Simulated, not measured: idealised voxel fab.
Process module heading - voxel released beams
Section cut is 160 nm wide and gridded with 5 nm square cells.
Reading order for cross-sections: top band down to bottom band. Underlying form: a grid of square cells. Band size: one or more rows of cells.
Band: top height; bottom height; in nm. Then, left to right: material with width in nm, for each material. "full width": a single material spanning edge to edge. "blank": empty space.
Beneath 0, the wafer as received is one material, and that level is where height counting begins. The lowest band goes on downward without a bottom; it is written like "from 0 down".
Width: "30 to 40" (first number = top row, second number = bottom row, same change from row to row of cells).
Step marked "nothing different"? Then no cell in the cross-section changed in it.
"Closed cavity list" - sealed voids, min. 8 cells, no opening to top; format: width x height at distance (distance from left edge; nm throughout).
Text after the settings on a step's line: the simulator's own remark on that step.
overlay nm, on a step with a mask: how far to the right of its planned place the mask lay; to the left if negative

Process steps (planned):
1. RECEIVE: material Si
2. CONFORMAL_DEP: material Al2O3, thk nm 5
3. DIRECTIONAL_DEP: material SiO2, thk nm 20
4. DIRECTIONAL_DEP: material aC, thk nm 10
5. PATTERN: tone open, mask id ANCHOR, material resist, width nm 25, thk nm 25, overlay nm 0
6. DIRECTIONAL_ETCH: etch materials aC, depth nm 10
7. STRIP: etch materials resist
8. DIRECTIONAL_ETCH: etch materials SiO2, depth nm 20
9. STRIP: etch materials aC
10. CONFORMAL_DEP: material polySi, thk nm 10
11. PATTERN: tone cover, mask id BEAM, material resist, width nm 90, thk nm 15, overlay nm 0
12. DIRECTIONAL_ETCH: etch materials polySi, depth nm 10
13. STRIP: etch materials resist
14. STRIP: etch materials SiO2
The plan's step 2 thk nm is the first wafer's value; the wafers differ in this setting and start identical.

Cross-section of the first of several wafers on receipt, reflecting completion of step 1:
> from 0 down: Si full width
> Closed cavity list: none

Cross-sectional representation of the first of several wafers at the end of the module, i.e. after its terminal step, step 14:
> from 35 to 25: blank: 30 | polySi: 15 | blank: 5 | polySi: 70 | blank: 40
> from 25 to 15: blank: 35 | polySi: 10 | blank: 5 | polySi: 10 | blank: 100
> from 15 to 5: blank: 35 | polySi: 25 | blank: 100
> from 5 to 0: Al2O3 full width
> from 0 down: Si full width
> Closed cavity list: none

Final wafer of several, shown in cross-section at the end of the module:
> from 50 to 40: blank: 30 | polySi: 15 | blank: 5 | polySi: 70 | blank: 40
> from 40 to 30: blank: 35 | polySi: 10 | blank: 5 | polySi: 10 | blank: 100
> from 30 to 20: blank: 35 | polySi: 25 | blank: 100
> from 20 to 0: Al2O3 full width
> from 0 down: Si full width
> Closed cavity list: none

Wafer rows, end of module: cells per material gained (+) or lost (-) since receipt; closed voids last:
thk nm 5 | +32 Al2O3 | +52 polySi | Closed cavity list: none
thk nm 10 | +64 Al2O3 | +52 polySi | Closed cavity list: none
thk nm 15 | +96 Al2O3 | +52 polySi | Closed cavity list: none
thk nm 20 | +128 Al2O3 | +52 polySi | Closed cavity list: none
